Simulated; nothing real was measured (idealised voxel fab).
A process module follows: voxel spacer lines.
Cross-section cut: width 285 nm, square cells of 5 nm.
When this document writes out a cross-section, it uses a grid of square cells and lists it as bands, beginning at the top and moving down, with a band standing for one or more rows of cells. Band entry format. Leading values: height of top, height of bottom, nm. Remainder: materials in left-to-right order, each with its width in nm. Special words: "throughout" on a single material, which then fills the band edge to edge; "blank", empty space. Zero point of the height axis is 0; under it, received wafer = one material. Lowest band: continues down indefinitely, "0..down". Per-row width for "30->40": begins at first number (top row of band), ends at second number (bottom row), increment between rows held constant. "nothing got changed" for a step: no cell of the cross-section changed in that step. Empty spaces counting at least 8 cells and having no open way to the top are listed in "Non-vented voids". The notation width x height at distance is used for each, the distance being from the left edge and all three values in nm. Whatever follows a step's settings on its line is a remark the simulator itself makes about that step. Regarding "overlay nm": on a step with a mask, it is the distance the mask lay to the right of its planned place; a negative value places it to the left.
THESE ARE THE STEPS WE PLANNED FOR THE PROCESS
step 1: RECEIVE (material Si)
step 2: CONFORMAL_DEP (material Al2O3; thk nm 10)
step 3: DIRECTIONAL_DEP (material W; thk nm 10)
step 4: DIRECTIONAL_DEP (material aC; thk nm 30)
step 5: PATTERN (tone cover; mask id MANDREL; material resist; width nm 25; pitch nm 80; thk nm 35; overlay nm 0)
step 6: DIRECTIONAL_ETCH (etch materials aC; depth nm 30)
step 7: STRIP (etch materials resist)
step 8: CONFORMAL_DEP (material SiO2; thk nm 15)
step 9: DIRECTIONAL_ETCH (etch materials SiO2; depth nm 15)
step 10: STRIP (etch materials aC)
step 11: DIRECTIONAL_ETCH (etch materials W; depth nm 10)
step 12: STRIP (etch materials SiO2)
WAFER AS RECEIVED: CROSS-SECTION FOLLOWING STEP 1
> 0..down: Si throughout
> Non-vented voids: none
SECTIONED VIEW, FIRST OF TWO WAFERS, AT THE CLOSE OF THE MODULE, PROCESSED AS INTENDED IN THE PLAN
> 20..10: blank (75)  W (15)  blank (25)  W (15)  blank (25)  W (15)  blank (25)  W (15)  blank (75)
> 10..0: Al2O3 throughout
> 0..down: Si throughout
> Non-vented voids: none
THIS IS THE SECOND OF THE TWO WAFERS, CROSS-SECTIONED AT THE END OF THE MODULE; IT STARTED EXACTLY LIKE THE FIRST AND WAS GIVEN THE SAME PLAN, BUT IT WAS RUN WITH ONE MISTAKE
> 20..10: blank (90)  W (25)  blank (55)  W (25)  blank (90)
> 10..0: Al2O3 throughout
> 0..down: Si throughout
> Non-vented voids: none
What was done differently from what was planned? step 5 off recipe, ran as PATTERN (tone open; mask id MANDREL; material resist; width nm 25; pitch nm 80; thk nm 35; overlay nm 0)
Per the end-of-run cell counts, the second wafer holds more or fewer of some materials than the first: W -4
